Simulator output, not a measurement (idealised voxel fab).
process module | voxel self aligned vias
cross-section cut | 255 nm wide | cells 5 nm
A cross-section is a grid of square cells, given in bands from the top down. A band is one or more rows of cells.
Each band's line starts with the height of the band's top and of its bottom, in nm. Then come its materials from left to right, each with its width in nm. One material with "throughout" fills the band from edge to edge. "air" is empty space.
Height 0 is the level under which the wafer as received is all one material. The lowest band goes on downwards, as in "0 down".
A width such as "30 to 40" changes by the same amount from each row of cells to the next, from the band's top row to its bottom row.
"no change" after a step means that no cell of the cross-section changed.
closed voids: empty space of 8 cells or more with no open way to the top, each as width x height at its distance from the left edge, in nm
after a step's settings: what the simulator itself notes on the step
overlay nm, on a step with a mask: how far to the right of its planned place the mask lay; to the left if negative
plan
1 op RECEIVE | material Si
2 op CONFORMAL_DEP | material SiO2 | thk nm 10
3 op CONFORMAL_DEP | material SiCN | thk nm 5
4 op DIRECTIONAL_DEP | material SiO2 | thk nm 25
5 op MASKED_ETCH | tone open | mask id LINES | width nm 25 | pitch nm 60 | etch materials SiO2 | depth nm 25 | overlay nm 0
6 op CONFORMAL_DEP | material TiN | thk nm 5
7 op FILL_DEP | material W | thk nm 5
8 op CMP | height nm 40
9 op SELECTIVE_ETCH | etch materials W Ru TiN | depth nm 10
10 op FILL_DEP | material SiN | thk nm 10
11 op CMP | height nm 40
12 op DIRECTIONAL_DEP | material SiO2 | thk nm 20
13 op MASKED_ETCH | tone open | mask id VIAS | width nm 45 | pitch nm 120 | etch materials SiO2 | depth nm 20 | overlay nm 0
14 op MASKED_ETCH | tone open | mask id VIAS | width nm 45 | pitch nm 120 | etch materials SiN | depth nm 10 | overlay nm 0
15 op CONFORMAL_DEP | material TiN | thk nm 5
16 op FILL_DEP | material Cu | thk nm 5
17 op CMP | height nm 60
18 op CONFORMAL_DEP | material SiCN | thk nm 5
first wafer, as planned
as received, after step 1
  0 down: Si throughout
  closed voids: none
after step 2
  10 to 0: SiO2 throughout
  below 0: unchanged
after step 3
  15 to 10: SiCN throughout
  below 10: unchanged
after step 4
  40 to 15: SiO2 throughout
  below 15: unchanged
after step 5
  40 to 15: SiO2 55 | air 25 | SiO2 35 | air 25 | SiO2 35 | air 25 | SiO2 55
  below 15: unchanged
after step 6
  45 to 40: TiN 60 | air 15 | TiN 45 | air 15 | TiN 45 | air 15 | TiN 60
  40 to 20: SiO2 55 | TiN 5 | air 15 | TiN 5 | SiO2 35 | TiN 5 | air 15 | TiN 5 | SiO2 35 | TiN 5 | air 15 | TiN 5 | SiO2 55
  20 to 15: SiO2 55 | TiN 25 | SiO2 35 | TiN 25 | SiO2 35 | TiN 25 | SiO2 55
  below 15: unchanged
after step 7
  50 to 45: W throughout
  45 to 40: TiN 60 | W 15 | TiN 45 | W 15 | TiN 45 | W 15 | TiN 60
  40 to 20: SiO2 55 | TiN 5 | W 15 | TiN 5 | SiO2 35 | TiN 5 | W 15 | TiN 5 | SiO2 35 | TiN 5 | W 15 | TiN 5 | SiO2 55
  below 20: unchanged
after step 8
  40 to 20: SiO2 55 | TiN 5 | W 15 | TiN 5 | SiO2 35 | TiN 5 | W 15 | TiN 5 | SiO2 35 | TiN 5 | W 15 | TiN 5 | SiO2 55
  below 20: unchanged
after step 9
  40 to 30: SiO2 55 | air 25 | SiO2 35 | air 25 | SiO2 35 | air 25 | SiO2 55
  below 30: unchanged
after step 10
  50 to 40: SiN throughout
  40 to 30: SiO2 55 | SiN 25 | SiO2 35 | SiN 25 | SiO2 35 | SiN 25 | SiO2 55
  below 30: unchanged
after step 11
  40 to 30: SiO2 55 | SiN 25 | SiO2 35 | SiN 25 | SiO2 35 | SiN 25 | SiO2 55
  below 30: unchanged
after step 12
  60 to 40: SiO2 throughout
  below 40: unchanged
after step 13
  60 to 40: SiO2 45 | air 45 | SiO2 75 | air 45 | SiO2 45
  below 40: unchanged
after step 14
  60 to 40: SiO2 45 | air 45 | SiO2 75 | air 45 | SiO2 45
  40 to 30: SiO2 55 | air 25 | SiO2 35 | SiN 25 | SiO2 35 | air 25 | SiO2 55
  below 30: unchanged
after step 15
  65 to 60: TiN 50 | air 35 | TiN 85 | air 35 | TiN 50
  60 to 45: SiO2 45 | TiN 5 | air 35 | TiN 5 | SiO2 75 | TiN 5 | air 35 | TiN 5 | SiO2 45
  45 to 40: SiO2 45 | TiN 15 | air 15 | TiN 15 | SiO2 75 | TiN 15 | air 15 | TiN 15 | SiO2 45
  40 to 35: SiO2 55 | TiN 5 | air 15 | TiN 5 | SiO2 35 | SiN 25 | SiO2 35 | TiN 5 | air 15 | TiN 5 | SiO2 55
  35 to 30: SiO2 55 | TiN 25 | SiO2 35 | SiN 25 | SiO2 35 | TiN 25 | SiO2 55
  below 30: unchanged
after step 16
  70 to 65: Cu throughout
  65 to 60: TiN 50 | Cu 35 | TiN 85 | Cu 35 | TiN 50
  60 to 45: SiO2 45 | TiN 5 | Cu 35 | TiN 5 | SiO2 75 | TiN 5 | Cu 35 | TiN 5 | SiO2 45
  45 to 40: SiO2 45 | TiN 15 | Cu 15 | TiN 15 | SiO2 75 | TiN 15 | Cu 15 | TiN 15 | SiO2 45
  40 to 35: SiO2 55 | TiN 5 | Cu 15 | TiN 5 | SiO2 35 | SiN 25 | SiO2 35 | TiN 5 | Cu 15 | TiN 5 | SiO2 55
  below 35: unchanged
after step 17
  60 to 45: SiO2 45 | TiN 5 | Cu 35 | TiN 5 | SiO2 75 | TiN 5 | Cu 35 | TiN 5 | SiO2 45
  below 45: unchanged
after step 18
  65 to 60: SiCN throughout
  below 60: unchanged
second wafer: like start, like plan, one mistake. Through step 5 it matches the first wafer
when step 6 should have ended
  45 to 40: Cu 60 | air 15 | Cu 45 | air 15 | Cu 45 | air 15 | Cu 60
  40 to 20: SiO2 55 | Cu 5 | air 15 | Cu 5 | SiO2 35 | Cu 5 | air 15 | Cu 5 | SiO2 35 | Cu 5 | air 15 | Cu 5 | SiO2 55
  20 to 15: SiO2 55 | Cu 25 | SiO2 35 | Cu 25 | SiO2 35 | Cu 25 | SiO2 55
  below 15: unchanged
when step 7 should have ended
  50 to 45: W throughout
  45 to 40: Cu 60 | W 15 | Cu 45 | W 15 | Cu 45 | W 15 | Cu 60
  40 to 20: SiO2 55 | Cu 5 | W 15 | Cu 5 | SiO2 35 | Cu 5 | W 15 | Cu 5 | SiO2 35 | Cu 5 | W 15 | Cu 5 | SiO2 55
  below 20: unchanged
when step 8 should have ended
  40 to 20: SiO2 55 | Cu 5 | W 15 | Cu 5 | SiO2 35 | Cu 5 | W 15 | Cu 5 | SiO2 35 | Cu 5 | W 15 | Cu 5 | SiO2 55
  below 20: unchanged
when step 9 should have ended
  40 to 30: SiO2 55 | Cu 5 | air 15 | Cu 5 | SiO2 35 | Cu 5 | air 15 | Cu 5 | SiO2 35 | Cu 5 | air 15 | Cu 5 | SiO2 55
  below 30: unchanged
when step 10 should have ended
  50 to 40: SiN throughout
  40 to 30: SiO2 55 | Cu 5 | SiN 15 | Cu 5 | SiO2 35 | Cu 5 | SiN 15 | Cu 5 | SiO2 35 | Cu 5 | SiN 15 | Cu 5 | SiO2 55
  below 30: unchanged
when step 11 should have ended
  40 to 30: SiO2 55 | Cu 5 | SiN 15 | Cu 5 | SiO2 35 | Cu 5 | SiN 15 | Cu 5 | SiO2 35 | Cu 5 | SiN 15 | Cu 5 | SiO2 55
  below 30: unchanged
when step 12 should have ended
  60 to 40: SiO2 throughout
  below 40: unchanged
when step 13 should have ended
  60 to 40: SiO2 45 | air 45 | SiO2 75 | air 45 | SiO2 45
  below 40: unchanged
when step 14 should have ended
  60 to 40: SiO2 45 | air 45 | SiO2 75 | air 45 | SiO2 45
  40 to 30: SiO2 55 | Cu 5 | air 15 | Cu 5 | SiO2 35 | Cu 5 | SiN 15 | Cu 5 | SiO2 35 | Cu 5 | air 15 | Cu 5 | SiO2 55
  below 30: unchanged
when step 15 should have ended
  65 to 60: TiN 50 | air 35 | TiN 85 | air 35 | TiN 50
  60 to 45: SiO2 45 | TiN 5 | air 35 | TiN 5 | SiO2 75 | TiN 5 | air 35 | TiN 5 | SiO2 45
  45 to 40: SiO2 45 | TiN 20 | air 5 | TiN 20 | SiO2 75 | TiN 20 | air 5 | TiN 20 | SiO2 45
  40 to 35: SiO2 55 | Cu 5 | TiN 5 | air 5 | TiN 5 | Cu 5 | SiO2 35 | Cu 5 | SiN 15 | Cu 5 | SiO2 35 | Cu 5 | TiN 5 | air 5 | TiN 5 | Cu 5 | SiO2 55
  35 to 30: SiO2 55 | Cu 5 | TiN 15 | Cu 5 | SiO2 35 | Cu 5 | SiN 15 | Cu 5 | SiO2 35 | Cu 5 | TiN 15 | Cu 5 | SiO2 55
  below 30: unchanged
when step 16 should have ended
  70 to 65: Cu throughout
  65 to 60: TiN 50 | Cu 35 | TiN 85 | Cu 35 | TiN 50
  60 to 45: SiO2 45 | TiN 5 | Cu 35 | TiN 5 | SiO2 75 | TiN 5 | Cu 35 | TiN 5 | SiO2 45
  45 to 40: SiO2 45 | TiN 20 | Cu 5 | TiN 20 | SiO2 75 | TiN 20 | Cu 5 | TiN 20 | SiO2 45
  40 to 35: SiO2 55 | Cu 5 | TiN 5 | Cu 5 | TiN 5 | Cu 5 | SiO2 35 | Cu 5 | SiN 15 | Cu 5 | SiO2 35 | Cu 5 | TiN 5 | Cu 5 | TiN 5 | Cu 5 | SiO2 55
  below 35: unchanged
when step 17 should have ended
  60 to 45: SiO2 45 | TiN 5 | Cu 35 | TiN 5 | SiO2 75 | TiN 5 | Cu 35 | TiN 5 | SiO2 45
  below 45: unchanged
when step 18 should have ended
  65 to 60: SiCN throughout
  below 60: unchanged
what went wrong: step 6 ran as: op CONFORMAL_DEP | material Cu | thk nm 5
at the end the second wafer has, in cells: 31 more of Cu | 4 fewer of SiN | 27 fewer of TiN
